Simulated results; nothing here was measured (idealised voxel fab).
process module | voxel transistor to metal
cross-section cut | 155 nm wide | cells 5 nm
A cross-section is a grid of square cells, given in bands from the top down. A band is one or more rows of cells.
Each band's line starts with the height of the band's top and of its bottom, in nm. Then come its materials from left to right, each with its width in nm. One material with "throughout" fills the band from edge to edge. "air" is empty space.
Height 0 is the level under which the wafer as received is all one material. The lowest band goes on downwards, as in "0 down".
A width such as "30 to 40" changes by the same amount from each row of cells to the next, from the band's top row to its bottom row.
"no change" after a step means that no cell of the cross-section changed.
closed voids: empty space of 8 cells or more with no open way to the top, each as width x height at its distance from the left edge, in nm
after a step's settings: what the simulator itself notes on the step
overlay nm, on a step with a mask: how far to the right of its planned place the mask lay; to the left if negative
plan
1 op RECEIVE | material Si
2 op CONFORMAL_DEP | material SiO2 | thk nm 5
3 op CONFORMAL_DEP | material SiN | thk nm 15
4 op MASKED_ETCH | tone cover | mask id ACTIVE | width nm 120 | etch materials SiN | depth nm 15 | overlay nm 0
5 op MASKED_ETCH | tone cover | mask id ACTIVE | width nm 120 | etch materials SiO2 | depth nm 5 | overlay nm 0
6 op MASKED_ETCH | tone cover | mask id ACTIVE | width nm 120 | etch materials Si | depth nm 20 | overlay nm 0
7 op FILL_DEP | material SiO2 | thk nm 5
8 op CMP | height nm 20
9 op SELECTIVE_ETCH | etch materials SiO2 | depth nm 10
10 op STRIP | etch materials SiN
11 op SELECTIVE_ETCH | etch materials SiO2 | depth nm 5
12 op OXIDIZE | depth nm 5
13 op DIRECTIONAL_DEP | material polySi | thk nm 20
14 op DIRECTIONAL_DEP | material SiCN | thk nm 15
15 op PATTERN | tone cover | mask id GATE | material resist | width nm 30 | thk nm 15 | overlay nm 0
16 op DIRECTIONAL_ETCH | etch materials SiCN | depth nm 25
17 op DIRECTIONAL_ETCH | etch materials polySi | depth nm 30
18 op STRIP | etch materials resist
19 op CONFORMAL_DEP | material SiN | thk nm 5
20 op DIRECTIONAL_ETCH | etch materials SiN | depth nm 5
21 op DIRECTIONAL_ETCH | etch materials SiO2 | depth nm 5
22 op DIRECTIONAL_ETCH | etch materials Si | depth nm 15
23 op EPI | material SiGe | thk nm 15
24 op FILL_DEP | material SiO2 | thk nm 10
25 op CMP | height nm 20
26 op STRIP | etch materials polySi
27 op SELECTIVE_ETCH | etch materials SiO2 | depth nm 5
28 op CONFORMAL_DEP | material HfO2 | thk nm 5
29 op CONFORMAL_DEP | material TiN | thk nm 5
30 op FILL_DEP | material W | thk nm 10
31 op CMP | height nm 15
32 op DIRECTIONAL_DEP | material SiO2 | thk nm 15
33 op PATTERN | tone open | mask id CONTACT | material resist | width nm 20 | pitch nm 80 | thk nm 20 | overlay nm 0
34 op DIRECTIONAL_ETCH | etch materials SiO2 | depth nm 35
35 op STRIP | etch materials resist
36 op CONFORMAL_DEP | material TiN | thk nm 5
37 op FILL_DEP | material W | thk nm 5
38 op CMP | height nm 30
39 op DIRECTIONAL_DEP | material TiN | thk nm 5
40 op DIRECTIONAL_DEP | material Ru | thk nm 25
41 op MASKED_ETCH | tone cover | mask id METAL_1 | width nm 20 | pitch nm 80 | etch materials Ru | depth nm 25 | overlay nm 0
42 op MASKED_ETCH | tone cover | mask id METAL_1 | width nm 20 | pitch nm 80 | etch materials TiN | depth nm 5 | overlay nm 0
43 op FILL_DEP | material lowk | thk nm 10
44 op CMP | height nm 60
45 op CONFORMAL_DEP | material SiCN | thk nm 5
46 op DIRECTIONAL_DEP | material SiO2 | thk nm 35
47 op MASKED_ETCH | tone open | mask id METAL_2 | width nm 20 | pitch nm 80 | etch materials SiO2 | depth nm 20 | overlay nm 0
48 op DIRECTIONAL_DEP | material aC | thk nm 10
49 op PATTERN | tone open | mask id METAL_2_HOLES | material resist | width nm 15 | pitch nm 80 | thk nm 30 | overlay nm 0
50 op DIRECTIONAL_ETCH | etch materials aC | depth nm 10
51 op STRIP | etch materials resist
52 op DIRECTIONAL_ETCH | etch materials SiO2 | depth nm 15
53 op DIRECTIONAL_ETCH | etch materials SiCN | depth nm 5
54 op STRIP | etch materials aC
55 op CONFORMAL_DEP | material TiN | thk nm 5
56 op FILL_DEP | material Cu | thk nm 10
57 op CMP | height nm 100
58 op CONFORMAL_DEP | material SiCN | thk nm 5
varied across the wafers: depth nm of step 27. The plan shows the first wafer's value. All wafers start alike
first wafer as received, after step 1
  0 down: Si throughout
  closed voids: none
first wafer at the end, after step 58
  105 to 100: SiCN throughout
  100 to 85: SiO2 25 | TiN 5 | Cu 10 | TiN 5 | SiO2 60 | TiN 5 | Cu 10 | TiN 5 | SiO2 30
  85 to 80: SiO2 25 | TiN 5 | Cu 5 | TiN 10 | SiO2 60 | TiN 5 | Cu 5 | TiN 10 | SiO2 30
  80 to 65: SiO2 25 | TiN 5 | Cu 5 | TiN 5 | SiO2 65 | TiN 5 | Cu 5 | TiN 5 | SiO2 35
  65 to 60: SiCN 25 | TiN 15 | SiCN 65 | TiN 15 | SiCN 35
  60 to 35: lowk 25 | Ru 20 | lowk 60 | Ru 20 | lowk 30
  35 to 30: lowk 25 | TiN 20 | lowk 60 | TiN 20 | lowk 30
  30 to 15: SiO2 25 | TiN 5 | W 10 | TiN 5 | SiO2 60 | TiN 5 | W 10 | TiN 5 | SiO2 30
  15 to 10: SiO2 25 | TiN 5 | W 5 | TiN 10 | SiO2 10 | SiN 5 | HfO2 5 | TiN 5 | W 10 | TiN 5 | HfO2 5 | SiN 5 | SiO2 10 | TiN 10 | W 5 | TiN 5 | SiO2 30
  10 to 5: SiO2 25 | TiN 5 | W 5 | TiN 5 | SiGe 15 | SiN 5 | HfO2 5 | TiN 5 | W 10 | TiN 5 | HfO2 5 | SiN 5 | SiGe 15 | TiN 5 | W 5 | TiN 5 | SiO2 30
  5 to 0: SiO2 10 | SiN 5 | SiO2 10 | TiN 5 | W 5 | TiN 5 | SiGe 15 | SiN 5 | HfO2 5 | TiN 20 | HfO2 5 | SiN 5 | SiGe 15 | TiN 5 | W 5 | TiN 5 | SiO2 10 | SiN 5 | SiO2 15
  0 to -5: SiO2 25 | TiN 15 | SiGe 15 | HfO2 40 | SiGe 15 | TiN 15 | SiO2 30
  -5 to -20: SiO2 15 | SiGe 40 | Si 40 | SiGe 40 | SiO2 20
  -20 down: Si throughout
  closed voids: none
last wafer at the end
  105 to 100: SiCN throughout
  100 to 85: SiO2 25 | TiN 5 | Cu 10 | TiN 5 | SiO2 60 | TiN 5 | Cu 10 | TiN 5 | SiO2 30
  85 to 80: SiO2 25 | TiN 5 | Cu 5 | TiN 10 | SiO2 60 | TiN 5 | Cu 5 | TiN 10 | SiO2 30
  80 to 65: SiO2 25 | TiN 5 | Cu 5 | TiN 5 | SiO2 65 | TiN 5 | Cu 5 | TiN 5 | SiO2 35
  65 to 60: SiCN 25 | TiN 15 | SiCN 65 | TiN 15 | SiCN 35
  60 to 35: lowk 25 | Ru 20 | lowk 60 | Ru 20 | lowk 30
  35 to 30: lowk 25 | TiN 20 | lowk 60 | TiN 20 | lowk 30
  30 to 20: SiO2 25 | TiN 5 | W 10 | TiN 5 | SiO2 60 | TiN 5 | W 10 | TiN 5 | SiO2 30
  20 to 15: SiO2 25 | TiN 20 | SiO2 60 | TiN 20 | SiO2 30
  15 to 10: TiN 25 | W 5 | TiN 5 | HfO2 20 | SiN 5 | HfO2 5 | TiN 5 | W 10 | TiN 5 | HfO2 5 | SiN 5 | HfO2 20 | TiN 5 | W 5 | TiN 25 | W 5
  10 to 5: TiN 5 | HfO2 15 | TiN 15 | HfO2 5 | SiGe 15 | SiN 5 | HfO2 5 | TiN 5 | W 10 | TiN 5 | HfO2 5 | SiN 5 | SiGe 15 | HfO2 5 | TiN 15 | HfO2 15 | TiN 10
  5 to 0: HfO2 10 | SiN 5 | HfO2 25 | SiGe 15 | SiN 5 | HfO2 5 | TiN 20 | HfO2 5 | SiN 5 | SiGe 15 | HfO2 25 | SiN 5 | HfO2 15
  0 to -5: SiO2 40 | SiGe 15 | HfO2 40 | SiGe 15 | SiO2 45
  -5 to -20: SiO2 15 | SiGe 40 | Si 40 | SiGe 40 | SiO2 20
  -20 down: Si throughout
  closed voids: none
each wafer at the end: cells of each material gained (+) or lost (-) since it was received, then its closed voids
depth nm 5 | +20 Cu | +14 HfO2 | +40 Ru | -100 Si | +56 SiCN | +66 SiGe | +8 SiN | +303 SiO2 | +84 TiN | +22 W | +138 lowk | closed voids: none
depth nm 10 | +20 Cu | +37 HfO2 | +40 Ru | -100 Si | +56 SiCN | +66 SiGe | +8 SiN | +306 SiO2 | +68 TiN | +12 W | +138 lowk | closed voids: none
depth nm 15 | +20 Cu | +39 HfO2 | +40 Ru | -100 Si | +56 SiCN | +66 SiGe | +8 SiN | +289 SiO2 | +83 TiN | +12 W | +138 lowk | closed voids: none
depth nm 20 | +20 Cu | +45 HfO2 | +40 Ru | -100 Si | +56 SiCN | +66 SiGe | +8 SiN | +274 SiO2 | +89 TiN | +15 W | +138 lowk | closed voids: none
